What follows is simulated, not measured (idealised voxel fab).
process module | voxel wiring stack
cross-section cut | 160 nm wide | cells 5 nm
A cross-section is a grid of square cells, given in bands from the top down. A band is one or more rows of cells.
Each band's line starts with the height of the band's top and of its bottom, in nm. Then come its materials from left to right, each with its width in nm. One material with "throughout" fills the band from edge to edge. "air" is empty space.
Height 0 is the level under which the wafer as received is all one material. The lowest band goes on downwards, as in "0 down".
A width such as "30 to 40" changes by the same amount from each row of cells to the next, from the band's top row to its bottom row.
"no change" after a step means that no cell of the cross-section changed.
closed voids: empty space of 8 cells or more with no open way to the top, each as width x height at its distance from the left edge, in nm
after a step's settings: what the simulator itself notes on the step
overlay nm, on a step with a mask: how far to the right of its planned place the mask lay; to the left if negative
plan
1 op RECEIVE | material Si
2 op CONFORMAL_DEP | material SiO2 | thk nm 15
3 op DIRECTIONAL_DEP | material TiN | thk nm 5
4 op DIRECTIONAL_DEP | material Ru | thk nm 20
5 op DIRECTIONAL_DEP | material aC | thk nm 15
6 op PATTERN | tone cover | mask id METAL_1 | material resist | width nm 20 | pitch nm 35 | thk nm 35 | overlay nm 0
7 op DIRECTIONAL_ETCH | etch materials aC | depth nm 15
8 op STRIP | etch materials resist
9 op DIRECTIONAL_ETCH | etch materials Ru | depth nm 20
10 op DIRECTIONAL_ETCH | etch materials TiN | depth nm 5
11 op STRIP | etch materials aC
12 op CONFORMAL_DEP | material SiCN | thk nm 5
13 op FILL_DEP | material SiO2 | thk nm 10
14 op CMP | height nm 40
15 op CONFORMAL_DEP | material SiCN | thk nm 5
16 op DIRECTIONAL_DEP | material lowk | thk nm 30
17 op MASKED_ETCH | tone open | mask id METAL_2 | width nm 20 | pitch nm 35 | etch materials lowk | depth nm 20 | overlay nm 0
18 op DIRECTIONAL_DEP | material aC | thk nm 10
19 op PATTERN | tone open | mask id METAL_2_HOLES | material resist | width nm 15 | pitch nm 70 | thk nm 30 | overlay nm 0
20 op DIRECTIONAL_ETCH | etch materials aC | depth nm 10
21 op STRIP | etch materials resist
22 op DIRECTIONAL_ETCH | etch materials lowk | depth nm 10
23 op DIRECTIONAL_ETCH | etch materials SiCN | depth nm 5
24 op STRIP | etch materials aC
25 op CONFORMAL_DEP | material TiN | thk nm 5
26 op FILL_DEP | material Cu | thk nm 10
27 op CMP | height nm 75
28 op CONFORMAL_DEP | material SiN | thk nm 5
as received, after step 1
  0 down: Si throughout
  closed voids: none
a wafer at the end: this start, this plan, one mistake
  80 to 75: SiN throughout
  75 to 65: lowk 15 | TiN 5 to 10 | Cu 15 to 10 | TiN 5 | lowk 15 | TiN 5 | Cu 10 | TiN 5 | lowk 10 | TiN 5 to 10 | Cu 15 to 10 | TiN 5 | lowk 15 | TiN 5 | Cu 10 | TiN 5 | lowk 15
  65 to 60: lowk 20 | TiN 5 | Cu 10 | TiN 5 | lowk 15 | TiN 5 | Cu 10 | TiN 5 | lowk 15 | TiN 5 | Cu 10 | TiN 5 | lowk 15 | TiN 5 | Cu 10 | TiN 5 | lowk 15
  60 to 55: lowk 20 | TiN 20 | lowk 15 | TiN 20 | lowk 15 | TiN 20 | lowk 15 | TiN 20 | lowk 15
  55 to 45: lowk 20 | TiN 10 | lowk 60 | TiN 10 | lowk 60
  45 to 40: SiCN 20 | TiN 10 | SiCN 60 | TiN 10 | SiCN 60
  40 to 20: SiO2 10 | SiCN 5 | Ru 20 | SiCN 5 | SiO2 5 | SiCN 5 | Ru 20 | SiCN 5 | SiO2 5 | SiCN 5 | Ru 20 | SiCN 5 | SiO2 5 | SiCN 5 | Ru 20 | SiCN 5 | SiO2 15
  20 to 15: SiCN 15 | TiN 20 | SiCN 15 | TiN 20 | SiCN 15 | TiN 20 | SiCN 15 | TiN 20 | SiCN 20
  15 to 0: SiO2 throughout
  0 down: Si throughout
  closed voids: none
what went wrong: step 17 ran as: op MASKED_ETCH | tone open | mask id METAL_2 | width nm 20 | pitch nm 35 | etch materials lowk | depth nm 20 | overlay nm 5
